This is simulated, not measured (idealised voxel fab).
process module | voxel self aligned vias
cross-section cut | 300 nm wide | cells 5 nm
A cross-section is a grid of square cells, given in bands from the top down. A band is one or more rows of cells.
Each band's line starts with the height of the band's top and of its bottom, in nm. Then come its materials from left to right, each with its width in nm. One material with "throughout" fills the band from edge to edge. "air" is empty space.
Height 0 is the level under which the wafer as received is all one material. The lowest band goes on downwards, as in "0 down".
A width such as "30 to 40" changes by the same amount from each row of cells to the next, from the band's top row to its bottom row.
"no change" after a step means that no cell of the cross-section changed.
closed voids: empty space of 8 cells or more with no open way to the top, each as width x height at its distance from the left edge, in nm
after a step's settings: what the simulator itself notes on the step
overlay nm, on a step with a mask: how far to the right of its planned place the mask lay; to the left if negative
plan
1 op RECEIVE | material Si
2 op CONFORMAL_DEP | material SiO2 | thk nm 15
3 op CONFORMAL_DEP | material SiCN | thk nm 5
4 op DIRECTIONAL_DEP | material lowk | thk nm 30
5 op MASKED_ETCH | tone open | mask id LINES | width nm 20 | pitch nm 60 | etch materials lowk | depth nm 30 | overlay nm 0
6 op CONFORMAL_DEP | material TiN | thk nm 5
7 op FILL_DEP | material Ru | thk nm 10
8 op CMP | height nm 50
9 op SELECTIVE_ETCH | etch materials W Ru TiN | depth nm 5
10 op FILL_DEP | material SiN | thk nm 10
11 op CMP | height nm 50
12 op DIRECTIONAL_DEP | material lowk | thk nm 20
13 op MASKED_ETCH | tone open | mask id VIAS | width nm 30 | pitch nm 60 | etch materials lowk | depth nm 20 | overlay nm 0
14 op MASKED_ETCH | tone open | mask id VIAS | width nm 30 | pitch nm 60 | etch materials SiN | depth nm 5 | overlay nm 0
15 op CONFORMAL_DEP | material TiN | thk nm 5
16 op FILL_DEP | material Cu | thk nm 10
17 op CMP | height nm 70
18 op CONFORMAL_DEP | material SiN | thk nm 5
first wafer, as planned
as received, after step 1
  0 down: Si throughout
  closed voids: none
after step 2
  15 to 0: SiO2 throughout
  below 0: unchanged
after step 3
  20 to 15: SiCN throughout
  below 15: unchanged
after step 4
  50 to 20: lowk throughout
  below 20: unchanged
after step 5
  50 to 20: lowk 80 | air 20 | lowk 40 | air 20 | lowk 40 | air 20 | lowk 80
  below 20: unchanged
after step 6
  55 to 50: TiN 85 | air 10 | TiN 50 | air 10 | TiN 50 | air 10 | TiN 85
  50 to 25: lowk 80 | TiN 5 | air 10 | TiN 5 | lowk 40 | TiN 5 | air 10 | TiN 5 | lowk 40 | TiN 5 | air 10 | TiN 5 | lowk 80
  25 to 20: lowk 80 | TiN 20 | lowk 40 | TiN 20 | lowk 40 | TiN 20 | lowk 80
  below 20: unchanged
after step 7
  65 to 55: Ru throughout
  55 to 50: TiN 85 | Ru 10 | TiN 50 | Ru 10 | TiN 50 | Ru 10 | TiN 85
  50 to 25: lowk 80 | TiN 5 | Ru 10 | TiN 5 | lowk 40 | TiN 5 | Ru 10 | TiN 5 | lowk 40 | TiN 5 | Ru 10 | TiN 5 | lowk 80
  below 25: unchanged
after step 8
  50 to 25: lowk 80 | TiN 5 | Ru 10 | TiN 5 | lowk 40 | TiN 5 | Ru 10 | TiN 5 | lowk 40 | TiN 5 | Ru 10 | TiN 5 | lowk 80
  below 25: unchanged
after step 9
  50 to 45: lowk 80 | air 20 | lowk 40 | air 20 | lowk 40 | air 20 | lowk 80
  below 45: unchanged
after step 10
  60 to 50: SiN throughout
  50 to 45: lowk 80 | SiN 20 | lowk 40 | SiN 20 | lowk 40 | SiN 20 | lowk 80
  below 45: unchanged
after step 11
  50 to 45: lowk 80 | SiN 20 | lowk 40 | SiN 20 | lowk 40 | SiN 20 | lowk 80
  below 45: unchanged
after step 12
  70 to 50: lowk throughout
  below 50: unchanged
after step 13
  70 to 50: lowk 75 | air 30 | lowk 30 | air 30 | lowk 30 | air 30 | lowk 75
  below 50: unchanged
after step 14
  70 to 50: lowk 75 | air 30 | lowk 30 | air 30 | lowk 30 | air 30 | lowk 75
  50 to 45: lowk 80 | air 20 | lowk 40 | air 20 | lowk 40 | air 20 | lowk 80
  below 45: unchanged
after step 15
  75 to 70: TiN 80 | air 20 | TiN 40 | air 20 | TiN 40 | air 20 | TiN 80
  70 to 55: lowk 75 | TiN 5 | air 20 | TiN 5 | lowk 30 | TiN 5 | air 20 | TiN 5 | lowk 30 | TiN 5 | air 20 | TiN 5 | lowk 75
  55 to 50: lowk 75 | TiN 10 | air 10 | TiN 10 | lowk 30 | TiN 10 | air 10 | TiN 10 | lowk 30 | TiN 10 | air 10 | TiN 10 | lowk 75
  50 to 45: lowk 80 | TiN 20 | lowk 40 | TiN 20 | lowk 40 | TiN 20 | lowk 80
  below 45: unchanged
after step 16
  85 to 75: Cu throughout
  75 to 70: TiN 80 | Cu 20 | TiN 40 | Cu 20 | TiN 40 | Cu 20 | TiN 80
  70 to 55: lowk 75 | TiN 5 | Cu 20 | TiN 5 | lowk 30 | TiN 5 | Cu 20 | TiN 5 | lowk 30 | TiN 5 | Cu 20 | TiN 5 | lowk 75
  55 to 50: lowk 75 | TiN 10 | Cu 10 | TiN 10 | lowk 30 | TiN 10 | Cu 10 | TiN 10 | lowk 30 | TiN 10 | Cu 10 | TiN 10 | lowk 75
  below 50: unchanged
after step 17
  70 to 55: lowk 75 | TiN 5 | Cu 20 | TiN 5 | lowk 30 | TiN 5 | Cu 20 | TiN 5 | lowk 30 | TiN 5 | Cu 20 | TiN 5 | lowk 75
  below 55: unchanged
after step 18
  75 to 70: SiN throughout
  below 70: unchanged
second wafer: like start, like plan, one mistake. Through step 3 it matches the first wafer
when step 4 should have ended
  50 to 20: SiO2 throughout
  below 20: unchanged
when step 5 should have ended: no change
when step 6 should have ended
  55 to 50: TiN throughout
  below 50: unchanged
when step 7 should have ended
  65 to 55: Ru throughout
  below 55: unchanged
when step 8 should have ended
  50 to 20: SiO2 throughout
  below 20: unchanged
when step 9 should have ended: no change
when step 10 should have ended
  60 to 50: SiN throughout
  below 50: unchanged
when step 11 should have ended
  50 to 20: SiO2 throughout
  below 20: unchanged
when step 12 should have ended
  70 to 50: lowk throughout
  below 50: unchanged
when step 13 should have ended
  70 to 50: lowk 75 | air 30 | lowk 30 | air 30 | lowk 30 | air 30 | lowk 75
  below 50: unchanged
when step 14 should have ended: no change
when step 15 should have ended
  75 to 70: TiN 80 | air 20 | TiN 40 | air 20 | TiN 40 | air 20 | TiN 80
  70 to 55: lowk 75 | TiN 5 | air 20 | TiN 5 | lowk 30 | TiN 5 | air 20 | TiN 5 | lowk 30 | TiN 5 | air 20 | TiN 5 | lowk 75
  55 to 50: lowk 75 | TiN 30 | lowk 30 | TiN 30 | lowk 30 | TiN 30 | lowk 75
  below 50: unchanged
when step 16 should have ended
  85 to 75: Cu throughout
  75 to 70: TiN 80 | Cu 20 | TiN 40 | Cu 20 | TiN 40 | Cu 20 | TiN 80
  70 to 55: lowk 75 | TiN 5 | Cu 20 | TiN 5 | lowk 30 | TiN 5 | Cu 20 | TiN 5 | lowk 30 | TiN 5 | Cu 20 | TiN 5 | lowk 75
  below 55: unchanged
when step 17 should have ended
  70 to 55: lowk 75 | TiN 5 | Cu 20 | TiN 5 | lowk 30 | TiN 5 | Cu 20 | TiN 5 | lowk 30 | TiN 5 | Cu 20 | TiN 5 | lowk 75
  below 55: unchanged
when step 18 should have ended
  75 to 70: SiN throughout
  below 70: unchanged
what went wrong: step 4 ran as: op DIRECTIONAL_DEP | material SiO2 | thk nm 30
at the end the second wafer has, in cells: 6 fewer of Cu | 24 fewer of Ru | 360 more of SiO2 | 42 fewer of TiN | 288 fewer of lowk
